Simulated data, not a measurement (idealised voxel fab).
Documented hereafter: the process module known as voxel ribs on slabs.
cross-section cut | 260 nm wide | cells 5 nm
Cross-section spec: square-cell grid; bands listed top down; each band is one or more rows. In this notation a band is specified by the heights of its top and bottom, in that order and in nm, after which its materials appear from left to right, each paired with its width in nm. The word "throughout" attached to a single material means that material fills the band from edge to edge; the word "blank" stands for empty space. Note: height 0 marks the level under which the wafer is uniformly one material as received. Lowest band unbounded below, written "0 down". A width given as "30->40" starts at the first number in the band's top row and ends at the second number in its bottom row, shifting by an equal amount at every step from row to row. The cross-section has no changed cell in any step marked "no alteration". The entry titled "Completely sealed voids" provides the empty spaces that have no open way to the top, restricted to those of 8 cells or more. Each is presented as width x height at distance, the distance being measured from the left edge, with all three in nm. Past the settings on a step's line: simulator remark, on that step. "overlay nm" answers the question of how far to the right of plan the mask lay on a step that has a mask, and when it is negative the answer is to the left.

The following list gives the planned process steps
1,RECEIVE: material Si
2,DIRECTIONAL_DEP: material SiO2, thk nm 20
3,DIRECTIONAL_DEP: material polySi, thk nm 25
4,MASKED_ETCH: tone cover, mask id RIB, width nm 20, etch materials polySi, depth nm 20, overlay nm -15
5,DIRECTIONAL_DEP: material aC, thk nm 15
6,PATTERN: tone cover, mask id SLAB, material resist, width nm 60, thk nm 35, overlay nm 0
7,DIRECTIONAL_ETCH: etch materials aC, depth nm 15
8,STRIP: etch materials resist
9,DIRECTIONAL_ETCH: etch materials polySi, depth nm 5
10,STRIP: etch materials aC
11,FILL_DEP: material SiO2, thk nm 15
12,CMP: height nm 55
13,DIRECTIONAL_DEP: material TiN, thk nm 5
14,DIRECTIONAL_DEP: material aC, thk nm 10
15,PATTERN: tone cover, mask id HEATER, material resist, width nm 30, thk nm 30, overlay nm 0
16,DIRECTIONAL_ETCH: etch materials aC, depth nm 10
17,STRIP: etch materials resist
18,DIRECTIONAL_ETCH: etch materials TiN, depth nm 5
19,STRIP: etch materials aC
20,CONFORMAL_DEP: material SiN, thk nm 10
Quick note for whoever runs this: the wafers start identical, but the overlay nm at step 4 isn't the same across them. The plan just shows what the first wafer had.

Cross-section of the first of several wafers on receipt, reflecting completion of step 1
* 0 down = Si throughout
* Completely sealed voids: none

each wafer at the end: cells of each material gained (+) or lost (-) since it was received, then its closed voids
overlay nm -15, +108 SiN, +544 SiO2, +6 TiN, +28 polySi, Completely sealed voids: none
overlay nm -10, +108 SiN, +544 SiO2, +6 TiN, +28 polySi, Completely sealed voids: none
overlay nm -5, +108 SiN, +544 SiO2, +6 TiN, +28 polySi, Completely sealed voids: none
overlay nm 0, +108 SiN, +544 SiO2, +6 TiN, +28 polySi, Completely sealed voids: none
overlay nm 5, +108 SiN, +544 SiO2, +6 TiN, +28 polySi, Completely sealed voids: none
overlay nm 10, +108 SiN, +544 SiO2, +6 TiN, +28 polySi, Completely sealed voids: none
overlay nm 15, +108 SiN, +544 SiO2, +6 TiN, +28 polySi, Completely sealed voids: none
